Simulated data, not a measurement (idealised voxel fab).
Process module heading - voxel spacer lines
Pictured: cross-section cut, 155 nm wide, on a grid of 5 nm square cells.
If you're reading a cross-section in this doc, picture square cells in a grid; it comes to you as bands, top ones listed first down to the bottom, and a band can be one or more rows of cells. In this notation a band is specified by the heights of its top and bottom, in that order and in nm, after which its materials appear from left to right, each paired with its width in nm. The word "full width" attached to a single material means that material fills the band from edge to edge; the word "air" stands for empty space. Basically, 0 is our baseline, since under it the wafer straight out of the box is all one material. The bottom band has no lower end and keeps on going down, so it looks like "0 and below". A two-number width, for instance "30 to 40", indicates that the width is equal to the first number in the top row of the band and to the second number in the bottom row, and that it changes by a constant amount per row of cells. For the purposes of this document, the phrase "no alterations made" attached to a step denotes that no cell within the cross-section was modified by that step. Look at "Voids lacking openings" for the closed voids: empty spaces with no open path to the top, sized 8 cells or up. Each is width x height at distance, distance from the left edge, all nm. Formally, on a step line, whatever follows the settings is a remark that the simulator itself makes on the step. "overlay nm" on a masked step: distance the mask lay right of its planned place, negative for left.

This section lists the process steps that were planned
- 1: RECEIVE with material Si
- 2: CONFORMAL_DEP with material Al2O3, thk nm 10
- 3: DIRECTIONAL_DEP with material W, thk nm 20
- 4: DIRECTIONAL_DEP with material aC, thk nm 30
- 5: PATTERN with tone cover, mask id MANDREL, material resist, width nm 20, pitch nm 60, thk nm 40, overlay nm 0
- 6: DIRECTIONAL_ETCH with etch materials aC, depth nm 30
- 7: STRIP with etch materials resist
- 8: CONFORMAL_DEP with material SiN, thk nm 10
- 9: DIRECTIONAL_ETCH with etch materials SiN, depth nm 10
- 10: STRIP with etch materials aC
- 11: DIRECTIONAL_ETCH with etch materials W, depth nm 20
- 12: STRIP with etch materials SiN

Of two wafers, the first: run according to plan

As received, after step 1
> 0 and below  Si full width
> Voids lacking openings: none

After step 2
> 10 down to 0  Al2O3 full width
> Beneath the level 0, the cross-section is identical to its previous state.

After step 3
> 30 down to 10  W full width
> Beneath the level 10, the cross-section is identical to its previous state.

After step 4
> 60 down to 30  aC full width
> Beneath the level 30, the cross-section is identical to its previous state.

After step 5
> 100 down to 60  35 nm air | 20 nm resist | 40 nm air | 20 nm resist | 40 nm air
> Beneath the level 60, the cross-section is identical to its previous state.

After step 6
> 70 down to 60  35 nm air | 20 nm resist | 40 nm air | 20 nm resist | 40 nm air
> 60 down to 30  35 nm air | 20 nm aC | 40 nm air | 20 nm aC | 40 nm air
> Beneath the level 30, the cross-section is identical to its previous state.

After step 7
> 60 down to 30  35 nm air | 20 nm aC | 40 nm air | 20 nm aC | 40 nm air
> Beneath the level 30, the cross-section is identical to its previous state.

After step 8
> 70 down to 60  25 nm air | 40 nm SiN | 20 nm air | 40 nm SiN | 30 nm air
> 60 down to 40  25 nm air | 10 nm SiN | 20 nm aC | 10 nm SiN | 20 nm air | 10 nm SiN | 20 nm aC | 10 nm SiN | 30 nm air
> 40 down to 30  35 nm SiN | 20 nm aC | 40 nm SiN | 20 nm aC | 40 nm SiN
> Beneath the level 30, the cross-section is identical to its previous state.

After step 9
> 60 down to 30  25 nm air | 10 nm SiN | 20 nm aC | 10 nm SiN | 20 nm air | 10 nm SiN | 20 nm aC | 10 nm SiN | 30 nm air
> Beneath the level 30, the cross-section is identical to its previous state.

After step 10
> 60 down to 30  25 nm air | 10 nm SiN | 20 nm air | 10 nm SiN | 20 nm air | 10 nm SiN | 20 nm air | 10 nm SiN | 30 nm air
> Beneath the level 30, the cross-section is identical to its previous state.

After step 11
> 60 down to 30  25 nm air | 10 nm SiN | 20 nm air | 10 nm SiN | 20 nm air | 10 nm SiN | 20 nm air | 10 nm SiN | 30 nm air
> 30 down to 10  25 nm air | 10 nm W | 20 nm air | 10 nm W | 20 nm air | 10 nm W | 20 nm air | 10 nm W | 30 nm air
> Beneath the level 10, the cross-section is identical to its previous state.

After step 12
> 30 down to 10  25 nm air | 10 nm W | 20 nm air | 10 nm W | 20 nm air | 10 nm W | 20 nm air | 10 nm W | 30 nm air
> Beneath the level 10, the cross-section is identical to its previous state.

What follows concerns the second wafer, which started out like the first and was meant to follow the very same plan; one mistake crept in when it was run, but everything up to and including step 9 is the same as for the first wafer

Cross-sectional view of the second wafer at the intended end time of process step 10
> 60 down to 30  25 nm air | 10 nm SiN | 20 nm aC | 10 nm SiN | 20 nm air | 10 nm SiN | 20 nm aC | 10 nm SiN | 30 nm air
> 30 down to 10  25 nm air | 40 nm W | 20 nm air | 40 nm W | 30 nm air
> Beneath the level 10, the cross-section is identical to its previous state.

Cross-sectional view of the second wafer at the intended end time of process step 11
> 60 down to 30  25 nm air | 10 nm SiN | 20 nm air | 10 nm SiN | 20 nm air | 10 nm SiN | 20 nm air | 10 nm SiN | 30 nm air
> Beneath the level 30, the cross-section is identical to its previous state.

Cross-sectional view of the second wafer at the intended end time of process step 12
> 30 down to 10  25 nm air | 40 nm W | 20 nm air | 40 nm W | 30 nm air
> Beneath the level 10, the cross-section is identical to its previous state.
The plan and the run diverged here: step 10 ran in the slot meant for step 11, and vice versa
Wafer comparison, final, in cells, second relative to first, materials more or fewer: W: 32 more
